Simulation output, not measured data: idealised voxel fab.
This is a process module. Its name is voxel capacitor over wiring.
cross-section cut | 175 nm wide | cells 5 nm
Cross-section spec: square-cell grid; bands listed top down; each band is one or more rows. It is stipulated that each band's entry specify, in nanometres, the height of the top of the band and then that of its bottom, followed by the materials of the band in left-to-right sequence, each together with its width in nanometres. A single material marked by the word "throughout" is understood to fill the band from edge to edge; the word "blank" is understood to denote empty space. All heights in this document are referenced to 0, defined as the level beneath which the wafer, as received, consists entirely of one material. The lowest band is not bounded below; it extends indefinitely downward and is written in the form "0 -> down". When a width is written as two numbers, as in "30->40", the first number is the width in the top row of cells of the band and the second is the width in its bottom row, and the width changes by the same amount from each row to the next. When a step is marked "no alterations made", none of the cells in the cross-section changed during that step. "Non-vented voids" means: voids of 8 cells or more that are shut off from the top with no open way through. Written width x height at distance, distance from the left edge, in nm. after a step's settings: what the simulator itself notes on the step. What "overlay nm" on a step's line means: if the step has a mask, that mask lay this far to the right of its planned place, or, when the value is negative, to the left.
Planned step list for the process:
1. RECEIVE,material Si
2. CONFORMAL_DEP,material SiO2,thk nm 10
3. DIRECTIONAL_DEP,material TiN,thk nm 5
4. DIRECTIONAL_DEP,material Ru,thk nm 20
5. DIRECTIONAL_DEP,material aC,thk nm 15
6. PATTERN,tone cover,mask id METAL_1,material resist,width nm 25,pitch nm 75,thk nm 30,overlay nm 0
7. DIRECTIONAL_ETCH,etch materials aC,depth nm 15
8. STRIP,etch materials resist
9. DIRECTIONAL_ETCH,etch materials Ru,depth nm 20
10. DIRECTIONAL_ETCH,etch materials TiN,depth nm 5
11. STRIP,etch materials aC
12. FILL_DEP,material lowk,thk nm 10
13. CMP,height nm 35
14. CONFORMAL_DEP,material SiCN,thk nm 5
15. DIRECTIONAL_DEP,material SiO2,thk nm 20
16. DIRECTIONAL_DEP,material aC,thk nm 10
17. PATTERN,tone open,mask id PLUG_1,material resist,width nm 15,thk nm 25,overlay nm 0
18. DIRECTIONAL_ETCH,etch materials aC,depth nm 10
19. STRIP,etch materials resist
20. DIRECTIONAL_ETCH,etch materials SiO2,depth nm 20
21. DIRECTIONAL_ETCH,etch materials SiCN,depth nm 5
22. STRIP,etch materials aC
23. EPI,material Ru,thk nm 10
24. EPI,material Ru,thk nm 10
25. EPI,material Ru,thk nm 5
26. DIRECTIONAL_DEP,material TiN,thk nm 10
27. DIRECTIONAL_DEP,material SiN,thk nm 5
28. DIRECTIONAL_DEP,material TiN,thk nm 5
29. PATTERN,tone cover,mask id UPPER_PLATE,material resist,width nm 55,thk nm 15,overlay nm 0
30. DIRECTIONAL_ETCH,etch materials TiN,depth nm 5
31. DIRECTIONAL_ETCH,etch materials SiN,depth nm 5
32. STRIP,etch materials resist
33. MASKED_ETCH,tone cover,mask id LOWER_PLATE,width nm 65,etch materials TiN,depth nm 10,overlay nm 0
34. FILL_DEP,material SiO2,thk nm 20
35. CMP,height nm 95
36. DIRECTIONAL_DEP,material aC,thk nm 10
37. PATTERN,tone open,mask id PLUG_2,material resist,width nm 15,thk nm 30,overlay nm 0
38. DIRECTIONAL_ETCH,etch materials aC,depth nm 10
39. STRIP,etch materials resist
40. DIRECTIONAL_ETCH,etch materials SiO2,depth nm 15
41. STRIP,etch materials aC
42. CONFORMAL_DEP,material TiN,thk nm 5
43. FILL_DEP,material Cu,thk nm 5
44. CMP,height nm 95
45. CONFORMAL_DEP,material SiN,thk nm 5
Cross-sectional view of the wafer in its as-received condition, corresponding to the state after step 1:
0 -> down = Si throughout
Non-vented voids: none
Here's the cross-section of the first of our two wafers at the end of the module - it ran as planned:
100 -> 95 = SiN throughout
95 -> 85 = SiO2 55, TiN 5, Cu 5, TiN 5, SiO2 105
85 -> 75 = SiO2 55->45, TiN 15->55, SiO2 105->75
75 -> 70 = SiO2 45, SiN 55, SiO2 75
70 -> 60 = SiO2 40, TiN 65, SiO2 70
60 -> 40 = SiO2 45, Ru 15, SiO2 115
40 -> 35 = SiCN 45, Ru 15, SiCN 115
35 -> 15 = lowk 35, Ru 25, lowk 50, Ru 25, lowk 40
15 -> 10 = lowk 35, TiN 25, lowk 50, TiN 25, lowk 40
10 -> 0 = SiO2 throughout
0 -> down = Si throughout
Non-vented voids: none
Second wafer at the end: like start, like plan, one mistake:
100 -> 95 = SiN throughout
95 -> 90 = TiN 60, Cu 5, TiN 110
90 -> 85 = SiO2 55, TiN 5, Cu 5, TiN 5, SiO2 105
85 -> 75 = SiO2 55->45, TiN 15->55, SiO2 105->75
75 -> 70 = SiO2 45, SiN 55, SiO2 75
70 -> 60 = SiO2 40, TiN 65, SiO2 70
60 -> 40 = SiO2 45, Ru 15, SiO2 115
40 -> 35 = SiCN 45, Ru 15, SiCN 115
35 -> 15 = lowk 35, Ru 25, lowk 50, Ru 25, lowk 40
15 -> 10 = lowk 35, TiN 25, lowk 50, TiN 25, lowk 40
10 -> 0 = SiO2 throughout
0 -> down = Si throughout
Non-vented voids: none
Diagnosis: step 35, actual vs plan mismatch, actual run CMP,height nm 90
Looking at both finished wafers in cells, the second ends up ahead of or behind the first on some materials: SiO2: 32 fewer | TiN: 32 more
